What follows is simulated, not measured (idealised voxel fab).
Name of the process module below: voxel double patterning
The figure presents cross-section cut, which has a width of 190 nm and is divided into square cells with an edge length of 5 nm.
Cross-section spec: square-cell grid; bands listed top down; each band is one or more rows.
Heads up on the band format: heights come first, top then bottom, in nm. After that it's the materials left to right, each with its width in nm. A single material flagged "full width" fills the whole band edge to edge, and "air" means there's empty space there.
Zero point of the height axis is 0; under it, received wafer = one material. Lowest band: continues down indefinitely, "top 0, no bottom".
With a width like "30..40", each row of cells in the band differs from the next by the same amount, the top row carrying the first number and the bottom row the second.
Take "remains unaltered" at face value: in the step it is given for, the cross-section changed in none of its cells.
The entry "Closed cavities" lists the empty spaces that cover at least 8 cells and have no open path to the top. Each is written as width x height at distance, where the distance is measured from the left edge and all three values are in nm.
Heads up: the bit after the settings on a step's line is the simulator's remark on that step.
Among the settings permitted on a step's line is "overlay nm"; applied to a step with a mask, it specifies the extent to which the mask lay to the right of its planned position, whereas a negative figure signifies a position to the left.
### So here's the lineup of process steps we planned
1: RECEIVE [material Si]
2: CONFORMAL_DEP [material SiO2] [thk nm 5]
3: DIRECTIONAL_DEP [material TiN] [thk nm 10]
4: DIRECTIONAL_DEP [material SiN] [thk nm 5]
5: PATTERN [tone open] [mask id FIRST] [material resist] [width nm 15] [pitch nm 50] [thk nm 20] [overlay nm 0]
6: DIRECTIONAL_ETCH [etch materials SiN] [depth nm 5]
7: STRIP [etch materials resist]
8: DIRECTIONAL_DEP [material aC] [thk nm 10]
9: PATTERN [tone open] [mask id SECOND] [material resist] [width nm 15] [thk nm 25] [overlay nm 0]
10: DIRECTIONAL_ETCH [etch materials aC] [depth nm 10]
11: STRIP [etch materials resist]
12: DIRECTIONAL_ETCH [etch materials SiN] [depth nm 5]
13: STRIP [etch materials aC]
14: DIRECTIONAL_ETCH [etch materials TiN] [depth nm 10]
15: STRIP [etch materials SiN]
### Incoming wafer in cross-section (state: after step 1)
top 0, no bottom: Si full width
Closed cavities: none
### Cross-section taken at module completion on the first of two wafers; processed per the plan
top 15, bottom 5: 60 TiN, 15 air, 10 TiN, 15 air, 10 TiN, 15 air, 65 TiN
top 5, bottom 0: SiO2 full width
top 0, no bottom: Si full width
Closed cavities: none
### Module end: cross-section of wafer two of two. Same start and process plan as the first wafer. One mistake during execution
top 10, bottom 0: 60 TiN, 15 air, 10 TiN, 15 air, 10 TiN, 15 air, 65 TiN
top 0, no bottom: Si full width
Closed cavities: none
Misprocessing identified: step 2 of the plan was omitted and not executed
The second wafer ends with more or fewer cells of some materials than the first, per final count: 38 fewer of SiO2
